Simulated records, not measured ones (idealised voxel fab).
Proc. module: voxel self aligned vias
Cross-section cut: width 265 nm, square cells of 5 nm.
Cross-section layout: square cells on a grid; listed as bands, top to bottom; a band spans one or more cell rows.
First you get the band's top height and its bottom height, in nm, and then the materials it's made of, left to right, with each width in nm. If you see a single material with "throughout", that one covers the band edge to edge. "air" is empty space.
Height is counted from the level 0, under which the received wafer is composed throughout of one material. The lowest of the bands is not closed at the bottom but continues downward, in the notation "0 nm and below".
Top row gets the first number, bottom row gets the second, and each row in between changes by the same step: that is how a band width like "30..40" works.
You'll sometimes find "stayed the same" written for a step, and that's the way of saying that nowhere in the cross-section did a cell change during that step.
So "Voids, fully enclosed" is basically the list of trapped voids: any empty space of 8 cells or more that can't reach the top through an opening. They're written width x height at distance, the distance being from the left edge, and it's all nm.
Note: text after step settings on the step line = simulator remark on that step.
overlay nm: mask right of planned place by this much (step with mask). Neg. = left.
**The process steps that were planned are listed below**
1. RECEIVE: material Si
2. CONFORMAL_DEP: material SiO2, thk nm 15
3. CONFORMAL_DEP: material SiCN, thk nm 5
4. DIRECTIONAL_DEP: material SiO2, thk nm 25
5. PATTERN: tone open, mask id LINES, material resist, width nm 30, pitch nm 70, thk nm 20, overlay nm -15
6. DIRECTIONAL_ETCH: etch materials SiO2, depth nm 25
7. STRIP: etch materials resist
8. CONFORMAL_DEP: material TiN, thk nm 5
9. FILL_DEP: material Ru, thk nm 5
10. CMP: height nm 45
11. SELECTIVE_ETCH: etch materials W Ru TiN, depth nm 10
12. FILL_DEP: material SiN, thk nm 10
13. CMP: height nm 45
14. DIRECTIONAL_DEP: material SiO2, thk nm 15
15. DIRECTIONAL_DEP: material aC, thk nm 15
16. PATTERN: tone open, mask id VIAS, material resist, width nm 40, pitch nm 70, thk nm 35, overlay nm 0
17. DIRECTIONAL_ETCH: etch materials aC, depth nm 15
18. STRIP: etch materials resist
19. DIRECTIONAL_ETCH: etch materials SiO2, depth nm 15
20. DIRECTIONAL_ETCH: etch materials SiN, depth nm 10
21. STRIP: etch materials aC
22. CONFORMAL_DEP: material TiN, thk nm 5
23. FILL_DEP: material W, thk nm 10
24. CMP: height nm 60
25. CONFORMAL_DEP: material SiCN, thk nm 5
The plan's step 5 overlay nm is the first wafer's value; the wafers differ in this setting and start identical.
**Incoming state of the first of several wafers in cross-section: after step 1**
> 0 nm and below: Si throughout
> Voids, fully enclosed: none
**Cross-section after step 25, the final step of the module, for the first of several wafers**
> 65 nm to 60 nm: SiCN throughout
> 60 nm to 50 nm: SiO2 40; TiN 5; W 30; TiN 5; SiO2 30; TiN 5; W 30; TiN 5; SiO2 30; TiN 5; W 30; TiN 5; SiO2 45
> 50 nm to 45 nm: SiO2 40; TiN 5; W 10; TiN 25; SiO2 30; TiN 5; W 10; TiN 25; SiO2 30; TiN 5; W 10; TiN 25; SiO2 45
> 45 nm to 40 nm: SiO2 30; SiN 10; TiN 5; W 10; TiN 5; SiO2 40; SiN 10; TiN 5; W 10; TiN 5; SiO2 40; SiN 10; TiN 5; W 10; TiN 5; SiO2 65
> 40 nm to 35 nm: SiO2 30; SiN 10; TiN 20; SiO2 40; SiN 10; TiN 20; SiO2 40; SiN 10; TiN 20; SiO2 65
> 35 nm to 25 nm: SiO2 30; TiN 5; Ru 20; TiN 5; SiO2 40; TiN 5; Ru 20; TiN 5; SiO2 40; TiN 5; Ru 20; TiN 5; SiO2 65
> 25 nm to 20 nm: SiO2 30; TiN 30; SiO2 40; TiN 30; SiO2 40; TiN 30; SiO2 65
> 20 nm to 15 nm: SiCN throughout
> 15 nm to 0 nm: SiO2 throughout
> 0 nm and below: Si throughout
> Voids, fully enclosed: none
**Cross-sectional view, end of module, last wafer of several**
> 65 nm to 60 nm: SiCN throughout
> 60 nm to 50 nm: SiO2 40; TiN 5; W 30; TiN 5; SiO2 30; TiN 5; W 30; TiN 5; SiO2 30; TiN 5; W 30; TiN 5; SiO2 45
> 50 nm to 45 nm: SiO2 40; TiN 25; W 10; TiN 5; SiO2 30; TiN 25; W 10; TiN 5; SiO2 30; TiN 25; W 10; TiN 5; SiO2 45
> 45 nm to 40 nm: SiO2 60; TiN 5; W 10; TiN 5; SiN 10; SiO2 40; TiN 5; W 10; TiN 5; SiN 10; SiO2 40; TiN 5; W 10; TiN 5; SiN 10; SiO2 35
> 40 nm to 35 nm: SiO2 60; TiN 20; SiN 10; SiO2 40; TiN 20; SiN 10; SiO2 40; TiN 20; SiN 10; SiO2 35
> 35 nm to 25 nm: SiO2 60; TiN 5; Ru 20; TiN 5; SiO2 40; TiN 5; Ru 20; TiN 5; SiO2 40; TiN 5; Ru 20; TiN 5; SiO2 35
> 25 nm to 20 nm: SiO2 60; TiN 30; SiO2 40; TiN 30; SiO2 40; TiN 30; SiO2 35
> 20 nm to 15 nm: SiCN throughout
> 15 nm to 0 nm: SiO2 throughout
> 0 nm and below: Si throughout
> Voids, fully enclosed: none
**Rows = wafers. At module end, each row lists per material the cells gained (+) or lost (-) since the wafer was received, then the closed voids**
overlay nm -15; +24 Ru; +106 SiCN; +12 SiN; +421 SiO2; +78 TiN; +48 W; Voids, fully enclosed: none
overlay nm -10; +24 Ru; +106 SiCN; +6 SiN; +421 SiO2; +78 TiN; +54 W; Voids, fully enclosed: none
overlay nm -5; +24 Ru; +106 SiCN; +421 SiO2; +78 TiN; +60 W; Voids, fully enclosed: none
overlay nm 0; +24 Ru; +106 SiCN; +421 SiO2; +78 TiN; +60 W; Voids, fully enclosed: none
overlay nm 5; +24 Ru; +106 SiCN; +421 SiO2; +78 TiN; +60 W; Voids, fully enclosed: none
overlay nm 10; +24 Ru; +106 SiCN; +6 SiN; +421 SiO2; +78 TiN; +54 W; Voids, fully enclosed: none
overlay nm 15; +24 Ru; +106 SiCN; +12 SiN; +421 SiO2; +78 TiN; +48 W; Voids, fully enclosed: none
